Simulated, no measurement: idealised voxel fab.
Presented below is a process module, voxel transistor to metal.
Square cell edge 5 nm, section width 195 nm, ID cut.
If you're reading a cross-section in this doc, picture square cells in a grid; it comes to you as bands, top ones listed first down to the bottom, and a band can be one or more rows of cells. This entry defines a band. It first specifies the height of the band's top and the height of its bottom in nm, and then specifies the band's materials from left to right, stating each material with its width in nm. The word "edge to edge" identifies a single material that fills the band from edge to edge, while the word "air" identifies empty space. Heads up on the height convention: 0 is the point under which the incoming wafer is all one material, and the lowest band has no bottom, it just keeps going down, like "0 down". A width given as "30 to 40" starts at the first number in the band's top row and ends at the second number in its bottom row, shifting by an equal amount at every step from row to row. No cell of the cross-section changed in a step that is given as "remained the same". "Closed void inventory": empty spaces of 8 cells or more with no open way to the top, each given as width x height at distance, distance from the left edge, all in nm. Past the settings on a step's line: simulator remark, on that step. The line of a step may include "overlay nm". On a step with a mask, this value is how far to the right of its planned place the mask lay. A negative value means the mask lay to the left.

PROCESS STEPS FORESEEN IN THE PLAN
1,RECEIVE [material Si]
2,OXIDIZE [depth nm 5]
3,CONFORMAL_DEP [material SiN] [thk nm 10]
4,MASKED_ETCH [tone cover] [mask id ACTIVE] [width nm 115] [etch materials SiN] [depth nm 10] [overlay nm 0]
5,MASKED_ETCH [tone cover] [mask id ACTIVE] [width nm 115] [etch materials SiO2] [depth nm 5] [overlay nm 0]
6,MASKED_ETCH [tone cover] [mask id ACTIVE] [width nm 115] [etch materials Si] [depth nm 30] [overlay nm 0]
7,FILL_DEP [material SiO2] [thk nm 15]
8,CMP [height nm 10]
9,SELECTIVE_ETCH [etch materials SiO2] [depth nm 10]
10,STRIP [etch materials SiN]
11,SELECTIVE_ETCH [etch materials SiO2] [depth nm 5]
12,OXIDIZE [depth nm 5]
13,DIRECTIONAL_DEP [material polySi] [thk nm 25]
14,DIRECTIONAL_DEP [material SiCN] [thk nm 15]
15,PATTERN [tone cover] [mask id GATE] [material resist] [width nm 35] [thk nm 15] [overlay nm 0]
16,DIRECTIONAL_ETCH [etch materials SiCN] [depth nm 25]
17,DIRECTIONAL_ETCH [etch materials polySi] [depth nm 35]
18,STRIP [etch materials resist]
19,CONFORMAL_DEP [material SiN] [thk nm 10]
20,DIRECTIONAL_ETCH [etch materials SiN] [depth nm 10]
21,DIRECTIONAL_ETCH [etch materials SiO2] [depth nm 5]
22,EPI [material SiGe] [thk nm 5]
23,FILL_DEP [material SiO2] [thk nm 5]
24,CMP [height nm 20]
25,STRIP [etch materials polySi]
26,SELECTIVE_ETCH [etch materials SiO2] [depth nm 5]
27,CONFORMAL_DEP [material HfO2] [thk nm 5]
28,CONFORMAL_DEP [material TiN] [thk nm 5]
29,FILL_DEP [material W] [thk nm 10]
30,CMP [height nm 15]
31,DIRECTIONAL_DEP [material SiO2] [thk nm 10]
32,MASKED_ETCH [tone open] [mask id CONTACT] [width nm 15] [pitch nm 80] [etch materials SiO2] [depth nm 30] [overlay nm 0]
33,CONFORMAL_DEP [material TiN] [thk nm 5]
34,FILL_DEP [material W] [thk nm 10]
35,CMP [height nm 25]
36,CONFORMAL_DEP [material SiCN] [thk nm 5]
37,DIRECTIONAL_DEP [material SiO2] [thk nm 15]
38,MASKED_ETCH [tone open] [mask id METAL_1] [width nm 15] [pitch nm 80] [etch materials SiO2] [depth nm 15] [overlay nm 0]
39,MASKED_ETCH [tone open] [mask id METAL_1] [width nm 15] [pitch nm 80] [etch materials SiCN] [depth nm 5] [overlay nm 0]
40,CONFORMAL_DEP [material TiN] [thk nm 5]
41,FILL_DEP [material W] [thk nm 10]
42,CMP [height nm 45]
43,CONFORMAL_DEP [material SiCN] [thk nm 5]
44,DIRECTIONAL_DEP [material SiO2] [thk nm 35]
45,MASKED_ETCH [tone open] [mask id METAL_2] [width nm 15] [pitch nm 80] [etch materials SiO2] [depth nm 20] [overlay nm 0]
46,DIRECTIONAL_DEP [material aC] [thk nm 15]
47,PATTERN [tone open] [mask id METAL_2_HOLES] [material resist] [width nm 15] [pitch nm 80] [thk nm 30] [overlay nm 0]
48,DIRECTIONAL_ETCH [etch materials aC] [depth nm 15]
49,STRIP [etch materials resist]
50,DIRECTIONAL_ETCH [etch materials SiO2] [depth nm 15]
51,DIRECTIONAL_ETCH [etch materials SiCN] [depth nm 5]
52,STRIP [etch materials aC]
53,CONFORMAL_DEP [material TiN] [thk nm 5]
54,FILL_DEP [material Ru] [thk nm 10]
55,CMP [height nm 85]
56,CONFORMAL_DEP [material SiN] [thk nm 5]

AS-RECEIVED WAFER CROSS-SECTION (AFTER STEP 1)
	0 down  Si edge to edge
	Closed void inventory: none

HERE'S THE CROSS-SECTION OF THE FIRST OF OUR TWO WAFERS AT THE END OF THE MODULE - IT RAN AS PLANNED
	90 to 85  SiN edge to edge
	85 to 50  SiO2 50, then TiN 5, then Ru 5, then TiN 5, then SiO2 65, then TiN 5, then Ru 5, then TiN 5, then SiO2 50
	50 to 45  SiCN 50, then TiN 15, then SiCN 65, then TiN 15, then SiCN 50
	45 to 30  SiO2 50, then TiN 5, then W 5, then TiN 5, then SiO2 65, then TiN 5, then W 5, then TiN 5, then SiO2 50
	30 to 25  SiCN 50, then TiN 15, then SiCN 65, then TiN 15, then SiCN 50
	25 to 15  SiO2 50, then TiN 5, then W 5, then TiN 5, then SiO2 65, then TiN 5, then W 5, then TiN 5, then SiO2 50
	15 to 0  SiO2 50, then TiN 5, then W 5, then TiN 5, then SiO2 5, then SiN 10, then HfO2 5, then TiN 5, then W 15, then TiN 5, then HfO2 5, then SiN 10, then SiO2 5, then TiN 5, then W 5, then TiN 5, then SiO2 50
	0 to -5  SiO2 50, then TiN 15, then SiO2 5, then SiN 10, then HfO2 5, then TiN 25, then HfO2 5, then SiN 10, then SiO2 5, then TiN 15, then SiO2 50
	-5 to -10  SiO2 35, then SiGe 35, then SiO2 5, then HfO2 45, then SiO2 5, then SiGe 35, then SiO2 35
	-10 to -35  SiO2 40, then Si 115, then SiO2 40
	-35 down  Si edge to edge
	Closed void inventory: none

WAFER TWO, SECTIONED AFTER THE MODULE: THE FIRST WAFER'S START, THE FIRST WAFER'S PLAN, AND ONE MISTAKE IN HOW IT WAS RUN
	90 to 85  SiN edge to edge
	85 to 50  SiO2 50, then TiN 5, then Ru 5, then TiN 5, then SiO2 65, then TiN 5, then Ru 5, then TiN 5, then SiO2 50
	50 to 45  SiCN 50, then TiN 15, then SiCN 65, then TiN 15, then SiCN 50
	45 to 35  SiO2 50, then TiN 5, then W 5, then TiN 5, then SiO2 65, then TiN 5, then W 5, then TiN 5, then SiO2 50
	35 to 30  SiO2 50, then TiN 15, then SiO2 65, then TiN 15, then SiO2 50
	30 to 25  polySi edge to edge
	25 to 15  SiO2 50, then TiN 5, then W 5, then TiN 5, then SiO2 65, then TiN 5, then W 5, then TiN 5, then SiO2 50
	15 to 0  SiO2 50, then TiN 5, then W 5, then TiN 5, then SiO2 5, then SiN 10, then HfO2 5, then TiN 5, then W 15, then TiN 5, then HfO2 5, then SiN 10, then SiO2 5, then TiN 5, then W 5, then TiN 5, then SiO2 50
	0 to -5  SiO2 50, then TiN 15, then SiO2 5, then SiN 10, then HfO2 5, then TiN 25, then HfO2 5, then SiN 10, then SiO2 5, then TiN 15, then SiO2 50
	-5 to -10  SiO2 35, then SiGe 35, then SiO2 5, then HfO2 45, then SiO2 5, then SiGe 35, then SiO2 35
	-10 to -35  SiO2 40, then Si 115, then SiO2 40
	-35 down  Si edge to edge
	Closed void inventory: none
Diagnosis: planned and actual differ for step 36; actual: CONFORMAL_DEP [material polySi] [thk nm 5]
The closing comparison, in cells, has the second wafer with more or fewer of some materials than the first: 33 fewer of SiCN; 4 fewer of TiN; 2 fewer of W; 39 more of polySi
